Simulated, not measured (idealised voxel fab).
process module | voxel fin reveal
In the cross-section labelled cut, the width is 295 nm and each square cell is 5 nm.
Just so we're on the same page, the cross-sections are grids of square cells, and they're listed out in bands top to bottom, each band one or more rows deep. Top, bottom (nm), then materials left to right with widths (nm); lone material tagged "all across" fills the whole band edge to edge; "empty" = empty space. Height datum 0, below which the as-received substrate wafer is one material. Lowest band open at the bottom, running downward: "top 0, no bottom". A two-number width, for instance "30->40", indicates that the width is equal to the first number in the top row of the band and to the second number in the bottom row, and that it changes by a constant amount per row of cells. Key: "all unchanged" - step with no changed cell in the cross-section. "Fully sealed cavities" contains a list of empty spaces, each no smaller than 8 cells and without an open way to the top, written in the form width x height at distance with the distance from the left edge and all three in nm. Note: text after step settings on the step line = simulator remark on that step. Among the settings permitted on a step's line is "overlay nm"; applied to a step with a mask, it specifies the extent to which the mask lay to the right of its planned position, whereas a negative figure signifies a position to the left.
# The following list gives the planned process steps
step 1: RECEIVE, material Si
step 2: CONFORMAL_DEP, material SiN, thk nm 5
step 3: MASKED_ETCH, tone cover, mask id FINS, width nm 15, pitch nm 45, etch materials SiN, depth nm 5, overlay nm 0
step 4: MASKED_ETCH, tone cover, mask id FINS, width nm 15, pitch nm 45, etch materials Si, depth nm 30, overlay nm 0
step 5: OXIDIZE, depth nm 5
step 6: FILL_DEP, material SiO2, thk nm 5
step 7: CMP, height nm 5
step 8: SELECTIVE_ETCH, etch materials SiO2, depth nm 25
step 9: STRIP, etch materials SiN
varied across the wafers: width nm of step 4. The plan shows the first wafer's value. All wafers start alike
# Cross-section of the first of several wafers on receipt, reflecting completion of step 1
- top 0, no bottom | Si all across
- Fully sealed cavities: none
# Post step 9, the closing step of the module: first of several wafers, cross-sectioned
- top 0, bottom -20 | empty: 100 / Si: 5 / empty: 40 / Si: 5 / empty: 40 / Si: 5 / empty: 100
- top -20, bottom -35 | SiO2: 100 / Si: 5 / SiO2: 40 / Si: 5 / SiO2: 40 / Si: 5 / SiO2: 100
- top -35, no bottom | Si all across
- Fully sealed cavities: none
# End of module: cross-section, last of several wafers
- top 0, bottom -5 | empty: 100 / Si: 5 / empty: 40 / Si: 5 / empty: 40 / Si: 5 / empty: 100
- top -5, bottom -20 | empty: 95 / Si: 20 / empty: 25 / Si: 20 / empty: 25 / Si: 20 / empty: 90
- top -20, bottom -35 | SiO2: 95 / Si: 20 / SiO2: 25 / Si: 20 / SiO2: 25 / Si: 20 / SiO2: 90
- top -35, no bottom | Si all across
- Fully sealed cavities: none
# each wafer at the end: cells of each material gained (+) or lost (-) since it was received, then its closed voids
width nm 15 | -392 Si | +168 SiO2 | Fully sealed cavities: none
width nm 20 | -374 Si | +159 SiO2 | Fully sealed cavities: none
width nm 25 | -356 Si | +150 SiO2 | Fully sealed cavities: none
width nm 30 | -338 Si | +141 SiO2 | Fully sealed cavities: none
